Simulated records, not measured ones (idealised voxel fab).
Herein follows the process module entitled voxel ribs on slabs.
cross-section cut | 285 nm wide | cells 5 nm
If you're reading a cross-section in this doc, picture square cells in a grid; it comes to you as bands, top ones listed first down to the bottom, and a band can be one or more rows of cells.
Look at the band entry: it leads with the top's height and the bottom's height in nm. Then it lists the materials left to right, with a width in nm for each. The word "full width" on a single material says that material fills the band edge to edge. The word "empty" is empty space.
Heights are expressed relative to 0, this being the level below which the as-received wafer comprises one material exclusively. The lowest band is unbounded in the downward direction and is denoted as in "0 -> down".
Width spec "30..40" -> top row of cells at first value, bottom row at second value, equal per-row change in between.
A step reported as "no change occurred" is a step in which no cell of the cross-section changed.
Entry "Fully closed voids". Content: empty spaces with no open connection to the top, size 8 cells or greater. Each: width x height at distance. Distance: from left edge. Unit: nm.
Past the settings on a step's line: simulator remark, on that step.
What "overlay nm" on a step's line means: if the step has a mask, that mask lay this far to the right of its planned place, or, when the value is negative, to the left.
Process steps foreseen in the plan:
1. op RECEIVE | material Si
2. op DIRECTIONAL_DEP | material SiO2 | thk nm 20
3. op DIRECTIONAL_DEP | material SiN | thk nm 20
4. op DIRECTIONAL_DEP | material aC | thk nm 15
5. op PATTERN | tone cover | mask id RIB | material resist | width nm 20 | thk nm 30 | overlay nm 0
6. op DIRECTIONAL_ETCH | etch materials aC | depth nm 15
7. op STRIP | etch materials resist
8. op DIRECTIONAL_ETCH | etch materials SiN | depth nm 5
9. op STRIP | etch materials aC
10. op DIRECTIONAL_DEP | material aC | thk nm 15
11. op PATTERN | tone cover | mask id SLAB | material resist | width nm 70 | thk nm 30 | overlay nm 0
12. op DIRECTIONAL_ETCH | etch materials aC | depth nm 15
13. op STRIP | etch materials resist
14. op DIRECTIONAL_ETCH | etch materials SiN | depth nm 15
15. op STRIP | etch materials aC
16. op FILL_DEP | material SiO2 | thk nm 25
17. op CMP | height nm 55
18. op DIRECTIONAL_DEP | material W | thk nm 10
19. op PATTERN | tone cover | mask id HEATER | material resist | width nm 30 | thk nm 20 | overlay nm 0
20. op DIRECTIONAL_ETCH | etch materials W | depth nm 10
21. op STRIP | etch materials resist
22. op CONFORMAL_DEP | material SiN | thk nm 10
As-received state of the wafer in cross-section, equivalent to post-step 1:
    0 -> down: Si full width
    Fully closed voids: none
Wafer at module end, in section. Began as above, planned as above, run with one mistake:
    75 -> 65: 115 of empty / 50 of SiN / 120 of empty
    65 -> 55: 125 of SiN / 30 of W / 130 of SiN
    55 -> 50: SiO2 full width
    50 -> 45: 130 of SiO2 / 20 of SiN / 135 of SiO2
    45 -> 30: 105 of SiO2 / 70 of SiN / 110 of SiO2
    30 -> 0: SiO2 full width
    0 -> down: Si full width
    Fully closed voids: none
Plan not followed: heads up, step 2 didn't go per plan, it actually ran as op DIRECTIONAL_DEP | material SiO2 | thk nm 30
